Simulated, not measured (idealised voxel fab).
Process module heading - voxel self aligned vias
Displayed cross-section: cut, width of 230 nm, square cells sized 5 nm.
Square cells in a grid make up a cross-section in this document, and the grid is given as bands, listed from the top down, each one or more rows of cells.
What a band's entry tells you: where the top is and where the bottom is, as heights in nm, and after that what lies inside, material by material from left to right, each with its width in nm. Empty space is written as the word "air", and a single material marked with the word "full width" occupies the band from edge to edge.
Height reference: 0 = level under which incoming wafer is all one material. Lowest band: no bottom, runs on downward, e.g. "0 and below".
A width given as "30..40" starts at the first number in the band's top row and ends at the second number in its bottom row, shifting by an equal amount at every step from row to row.
Any step labelled "no alteration" changed none of the cells in the cross-section.
The entry titled "Sealed void inventory" provides the empty spaces that have no open way to the top, restricted to those of 8 cells or more. Each is presented as width x height at distance, the distance being measured from the left edge, with all three in nm.
Note: text after step settings on the step line = simulator remark on that step.
overlay nm: step with mask; distance mask lay right of planned place; negative value = left of planned place.
# Process steps foreseen in the plan
1 RECEIVE (material Si)
2 CONFORMAL_DEP (material SiO2; thk nm 10)
3 CONFORMAL_DEP (material SiCN; thk nm 5)
4 DIRECTIONAL_DEP (material SiO2; thk nm 30)
5 DIRECTIONAL_DEP (material aC; thk nm 10)
6 PATTERN (tone open; mask id LINES; material resist; width nm 20; pitch nm 55; thk nm 30; overlay nm 0)
7 DIRECTIONAL_ETCH (etch materials aC; depth nm 10)
8 STRIP (etch materials resist)
9 DIRECTIONAL_ETCH (etch materials SiO2; depth nm 30)
10 STRIP (etch materials aC)
11 CONFORMAL_DEP (material TiN; thk nm 5)
12 FILL_DEP (material Ru; thk nm 5)
13 CMP (height nm 45)
14 SELECTIVE_ETCH (etch materials W Ru TiN; depth nm 10)
15 FILL_DEP (material SiN; thk nm 10)
16 CMP (height nm 45)
17 DIRECTIONAL_DEP (material SiO2; thk nm 15)
18 DIRECTIONAL_DEP (material aC; thk nm 10)
19 PATTERN (tone open; mask id VIAS; material resist; width nm 40; thk nm 30; overlay nm 0)
20 DIRECTIONAL_ETCH (etch materials aC; depth nm 10)
21 STRIP (etch materials resist)
22 DIRECTIONAL_ETCH (etch materials SiO2; depth nm 15)
23 DIRECTIONAL_ETCH (etch materials SiN; depth nm 10)
24 STRIP (etch materials aC)
25 CONFORMAL_DEP (material TiN; thk nm 5)
26 FILL_DEP (material Cu; thk nm 5)
27 CMP (height nm 60)
28 CONFORMAL_DEP (material SiN; thk nm 5)
Heads up: all these wafers start the same, and what changes between them is the width nm in step 6. The value you see in the plan is just what the first wafer got.
# Cross-section: the first of several wafers in its as-received state, i.e. following step 1
* 0 and below: Si full width
* Sealed void inventory: none
# Wafer cross-section (first of several) - module end, post step 28 (last step)
* 65 down to 60: SiN full width
* 60 down to 50: SiO2=65 / TiN=5 / Cu=30 / TiN=5 / SiO2=125
* 50 down to 45: SiO2=65 / TiN=15 / Cu=10 / TiN=15 / SiO2=125
* 45 down to 40: SiO2=75 / TiN=5 / Cu=10 / TiN=5 / SiO2=35 / SiN=20 / SiO2=80
* 40 down to 35: SiO2=75 / TiN=20 / SiO2=35 / SiN=20 / SiO2=80
* 35 down to 20: SiO2=75 / TiN=5 / Ru=10 / TiN=5 / SiO2=35 / TiN=5 / Ru=10 / TiN=5 / SiO2=80
* 20 down to 15: SiO2=75 / TiN=20 / SiO2=35 / TiN=20 / SiO2=80
* 15 down to 10: SiCN full width
* 10 down to 0: SiO2 full width
* 0 and below: Si full width
* Sealed void inventory: none
# Wafer cross-section (last wafer, module end)
* 65 down to 60: SiN full width
* 60 down to 45: SiO2=65 / TiN=5 / Cu=30 / TiN=5 / SiO2=125
* 45 down to 40: SiO2=65 / TiN=5 / Cu=30 / TiN=5 / SiO2=15 / SiN=40 / SiO2=70
* 40 down to 35: SiO2=65 / TiN=40 / SiO2=15 / SiN=40 / SiO2=70
* 35 down to 20: SiO2=65 / TiN=5 / Ru=30 / TiN=5 / SiO2=15 / TiN=5 / Ru=30 / TiN=5 / SiO2=70
* 20 down to 15: SiO2=65 / TiN=40 / SiO2=15 / TiN=40 / SiO2=70
* 15 down to 10: SiCN full width
* 10 down to 0: SiO2 full width
* 0 and below: Si full width
* Sealed void inventory: none
# Per-wafer rows below. For each material: cells gained (+) or lost (-) since the wafer was received, as of end of module. Then: closed voids
width nm 20, +16 Cu, +12 Ru, +46 SiCN, +54 SiN, +434 SiO2, +36 TiN, Sealed void inventory: none
width nm 25, +18 Cu, +18 Ru, +46 SiCN, +56 SiN, +422 SiO2, +38 TiN, Sealed void inventory: none
width nm 30, +20 Cu, +24 Ru, +46 SiCN, +58 SiN, +410 SiO2, +40 TiN, Sealed void inventory: none
width nm 35, +22 Cu, +30 Ru, +46 SiCN, +60 SiN, +398 SiO2, +42 TiN, Sealed void inventory: none
width nm 40, +24 Cu, +36 Ru, +46 SiCN, +62 SiN, +386 SiO2, +44 TiN, Sealed void inventory: none
